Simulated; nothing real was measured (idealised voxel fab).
process module | voxel wiring stack
cross-section cut | 180 nm wide | cells 5 nm
A cross-section is a grid of square cells, given in bands from the top down. A band is one or more rows of cells.
Each band's line starts with the height of the band's top and of its bottom, in nm. Then come its materials from left to right, each with its width in nm. One material with "throughout" fills the band from edge to edge. "air" is empty space.
Height 0 is the level under which the wafer as received is all one material. The lowest band goes on downwards, as in "0 down".
A width such as "30 to 40" changes by the same amount from each row of cells to the next, from the band's top row to its bottom row.
"no change" after a step means that no cell of the cross-section changed.
closed voids: empty space of 8 cells or more with no open way to the top, each as width x height at its distance from the left edge, in nm
after a step's settings: what the simulator itself notes on the step
overlay nm, on a step with a mask: how far to the right of its planned place the mask lay; to the left if negative
plan
1 op RECEIVE | material Si
2 op CONFORMAL_DEP | material SiO2 | thk nm 10
3 op DIRECTIONAL_DEP | material TiN | thk nm 5
4 op DIRECTIONAL_DEP | material Ru | thk nm 20
5 op PATTERN | tone cover | mask id METAL_1 | material resist | width nm 30 | pitch nm 45 | thk nm 15 | overlay nm 0
6 op DIRECTIONAL_ETCH | etch materials Ru | depth nm 20
7 op DIRECTIONAL_ETCH | etch materials TiN | depth nm 5
8 op STRIP | etch materials resist
9 op FILL_DEP | material lowk | thk nm 5
10 op CMP | height nm 35
11 op CONFORMAL_DEP | material SiCN | thk nm 5
12 op DIRECTIONAL_DEP | material lowk | thk nm 15
13 op MASKED_ETCH | tone open | mask id PLUG_1 | width nm 15 | pitch nm 45 | etch materials lowk | depth nm 15 | overlay nm 0
14 op MASKED_ETCH | tone open | mask id PLUG_1 | width nm 15 | pitch nm 45 | etch materials SiCN | depth nm 5 | overlay nm 0
15 op CONFORMAL_DEP | material TiN | thk nm 5
16 op FILL_DEP | material Cu | thk nm 5
17 op CMP | height nm 45
18 op DIRECTIONAL_DEP | material TiN | thk nm 5
19 op DIRECTIONAL_DEP | material W | thk nm 25
20 op DIRECTIONAL_DEP | material aC | thk nm 15
21 op PATTERN | tone cover | mask id METAL_2 | material resist | width nm 30 | pitch nm 45 | thk nm 35 | overlay nm 0
22 op DIRECTIONAL_ETCH | etch materials aC | depth nm 15
23 op STRIP | etch materials resist
24 op DIRECTIONAL_ETCH | etch materials W | depth nm 25
25 op DIRECTIONAL_ETCH | etch materials TiN | depth nm 5
26 op STRIP | etch materials aC
27 op CONFORMAL_DEP | material SiN | thk nm 5
28 op FILL_DEP | material lowk | thk nm 10
29 op CMP | height nm 85
30 op CONFORMAL_DEP | material SiCN | thk nm 5
31 op DIRECTIONAL_DEP | material lowk | thk nm 10
32 op MASKED_ETCH | tone open | mask id PLUG_2 | width nm 15 | etch materials lowk | depth nm 10 | overlay nm 0
33 op MASKED_ETCH | tone open | mask id PLUG_2 | width nm 15 | etch materials SiCN | depth nm 5 | overlay nm 0
34 op EPI | material Ru | thk nm 10
35 op EPI | material Ru | thk nm 5
36 op DIRECTIONAL_DEP | material TiN | thk nm 5
37 op DIRECTIONAL_DEP | material W | thk nm 25
38 op MASKED_ETCH | tone cover | mask id METAL_3 | width nm 30 | pitch nm 45 | etch materials W | depth nm 25 | overlay nm 0
39 op MASKED_ETCH | tone cover | mask id METAL_3 | width nm 30 | pitch nm 45 | etch materials TiN | depth nm 5 | overlay nm 0
40 op FILL_DEP | material lowk | thk nm 5
41 op CMP | height nm 130
42 op CONFORMAL_DEP | material SiN | thk nm 5
varied across the wafers: height nm of step 17. The plan shows the first wafer's value. All wafers start alike
first wafer as received, after step 1
  0 down: Si throughout
  closed voids: none
first wafer at the end, after step 42
  135 to 130: SiN throughout
  130 to 115: lowk 65 | W 15 | lowk 15 | W 30 | lowk 55
  115 to 105: lowk 50 | W 30 | lowk 15 | W 30 | lowk 55
  105 to 100: lowk 50 | W 15 | TiN 15 | lowk 15 | TiN 30 | lowk 55
  100 to 90: lowk 50 | W 15 | lowk 115
  90 to 85: SiCN 50 | TiN 15 | SiCN 115
  85 to 80: lowk throughout
  80 to 75: lowk 45 | SiN 40 | lowk 5 | SiN 40 | lowk 50
  75 to 50: lowk 45 | SiN 5 | W 30 | SiN 5 | lowk 5 | SiN 5 | W 30 | SiN 5 | lowk 50
  50 to 45: SiN 50 | TiN 30 | SiN 15 | TiN 30 | SiN 55
  45 to 40: lowk 50 | TiN 5 | Cu 5 | TiN 5 | lowk 30 | TiN 5 | Cu 5 | TiN 5 | lowk 70
  40 to 35: SiCN 50 | TiN 15 | SiCN 30 | TiN 15 | SiCN 70
  35 to 15: lowk 50 | Ru 30 | lowk 15 | Ru 30 | lowk 55
  15 to 10: lowk 50 | TiN 30 | lowk 15 | TiN 30 | lowk 55
  10 to 0: SiO2 throughout
  0 down: Si throughout
  closed voids: none
last wafer at the end
  135 to 130: SiN throughout
  130 to 105: lowk 50 | W 30 | lowk 15 | W 30 | lowk 55
  105 to 100: lowk 50 | TiN 30 | lowk 15 | TiN 30 | lowk 55
  100 to 90: lowk 50 | Ru 15 | lowk 115
  90 to 85: SiCN 50 | Ru 15 | SiCN 115
  85 to 70: lowk 45 | SiN 5 | W 30 | SiN 5 | lowk 5 | SiN 5 | W 30 | SiN 5 | lowk 50
  70 to 65: SiN 50 | TiN 30 | SiN 15 | TiN 30 | SiN 55
  65 to 60: Cu throughout
  60 to 55: TiN 55 | Cu 5 | TiN 40 | Cu 5 | TiN 75
  55 to 40: lowk 50 | TiN 5 | Cu 5 | TiN 5 | lowk 30 | TiN 5 | Cu 5 | TiN 5 | lowk 70
  40 to 35: SiCN 50 | TiN 15 | SiCN 30 | TiN 15 | SiCN 70
  35 to 15: lowk 50 | Ru 30 | lowk 15 | Ru 30 | lowk 55
  15 to 10: lowk 50 | TiN 30 | lowk 15 | TiN 30 | lowk 55
  10 to 0: SiO2 throughout
  0 down: Si throughout
  closed voids: none
each wafer at the end: cells of each material gained (+) or lost (-) since it was received, then its closed voids
height nm 45 | +2 Cu | +48 Ru | +63 SiCN | +96 SiN | +72 SiO2 | +46 TiN | +120 W | +525 lowk | closed voids: none
height nm 50 | +4 Cu | +48 Ru | +63 SiCN | +96 SiN | +72 SiO2 | +50 TiN | +120 W | +519 lowk | closed voids: none
height nm 55 | +6 Cu | +57 Ru | +63 SiCN | +80 SiN | +72 SiO2 | +54 TiN | +120 W | +520 lowk | closed voids: none
height nm 60 | +8 Cu | +57 Ru | +63 SiCN | +76 SiN | +72 SiO2 | +88 TiN | +108 W | +500 lowk | closed voids: none
height nm 65 | +44 Cu | +57 Ru | +63 SiCN | +72 SiN | +72 SiO2 | +88 TiN | +96 W | +480 lowk | closed voids: none
